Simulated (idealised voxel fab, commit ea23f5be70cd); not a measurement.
process module | voxel gate over fins
cross-section cut | 230 nm wide | cells 5 nm
A cross-section is a grid of square cells, given in bands from the top down. A band is one or more rows of cells.
Each band's line starts with the height of the band's top and of its bottom, in nm. Then come its materials from left to right, each with its width in nm. One material with "throughout" fills the band from edge to edge. "air" is empty space.
Height 0 is the level under which the wafer as received is all one material. The lowest band goes on downwards, as in "0 down".
A width such as "30 to 40" changes by the same amount from each row of cells to the next, from the band's top row to its bottom row.
"no change" after a step means that no cell of the cross-section changed.
closed voids: empty space of 8 cells or more with no open way to the top, each as width x height at its distance from the left edge, in nm
after a step's settings: what the simulator itself notes on the step
overlay nm, on a step with a mask: how far to the right of its planned place the mask lay; to the left if negative
plan
1 op RECEIVE | material Si
2 op CONFORMAL_DEP | material SiN | thk nm 5
3 op DIRECTIONAL_DEP | material aC | thk nm 15
4 op PATTERN | tone cover | mask id FINS | material resist | width nm 15 | pitch nm 45 | thk nm 30 | overlay nm 0
5 op DIRECTIONAL_ETCH | etch materials aC | depth nm 15
6 op STRIP | etch materials resist
7 op DIRECTIONAL_ETCH | etch materials SiN | depth nm 5
8 op DIRECTIONAL_ETCH | etch materials Si | depth nm 40
9 op STRIP | etch materials aC
10 op OXIDIZE | depth nm 5
11 op FILL_DEP | material SiO2 | thk nm 15
12 op CMP | height nm 5
13 op SELECTIVE_ETCH | etch materials SiO2 | depth nm 15
14 op STRIP | etch materials SiN
15 op CONFORMAL_DEP | material HfO2 | thk nm 5
16 op CONFORMAL_DEP | material TiN | thk nm 5
17 op CONFORMAL_DEP | material TiAl | thk nm 5
18 op CONFORMAL_DEP | material TiN | thk nm 5
19 op FILL_DEP | material W | thk nm 10
20 op CMP | height nm 25
21 op CONFORMAL_DEP | material SiN | thk nm 10
as received, after step 1
  0 down: Si throughout
  closed voids: none
a wafer at the end: this start, this plan, one mistake
  35 to 25: SiN throughout
  25 to 20: W throughout
  20 to 15: TiN throughout
  15 to 10: TiAl throughout
  10 to 5: TiN 45 | TiAl 5 | TiN 40 | TiAl 5 | TiN 40 | TiAl 5 | TiN 40 | TiAl 5 | TiN 45
  5 to 0: HfO2 40 | TiN 5 | TiAl 5 | TiN 5 | HfO2 30 | TiN 5 | TiAl 5 | TiN 5 | HfO2 30 | TiN 5 | TiAl 5 | TiN 5 | HfO2 30 | TiN 5 | TiAl 5 | TiN 5 | HfO2 40
  0 to -5: Si 35 | HfO2 5 | TiN 15 | HfO2 5 | Si 20 | HfO2 5 | TiN 15 | HfO2 5 | Si 20 | HfO2 5 | TiN 15 | HfO2 5 | Si 20 | HfO2 5 | TiN 15 | HfO2 5 | Si 35
  -5 to -10: Si 35 | HfO2 25 | Si 20 | HfO2 25 | Si 20 | HfO2 25 | Si 20 | HfO2 25 | Si 35
  -10 to -45: Si 35 | SiO2 25 | Si 20 | SiO2 25 | Si 20 | SiO2 25 | Si 20 | SiO2 25 | Si 35
  -45 down: Si throughout
  closed voids: none
what went wrong: step 4 ran as: op PATTERN | tone open | mask id FINS | material resist | width nm 15 | pitch nm 45 | thk nm 30 | overlay nm 0
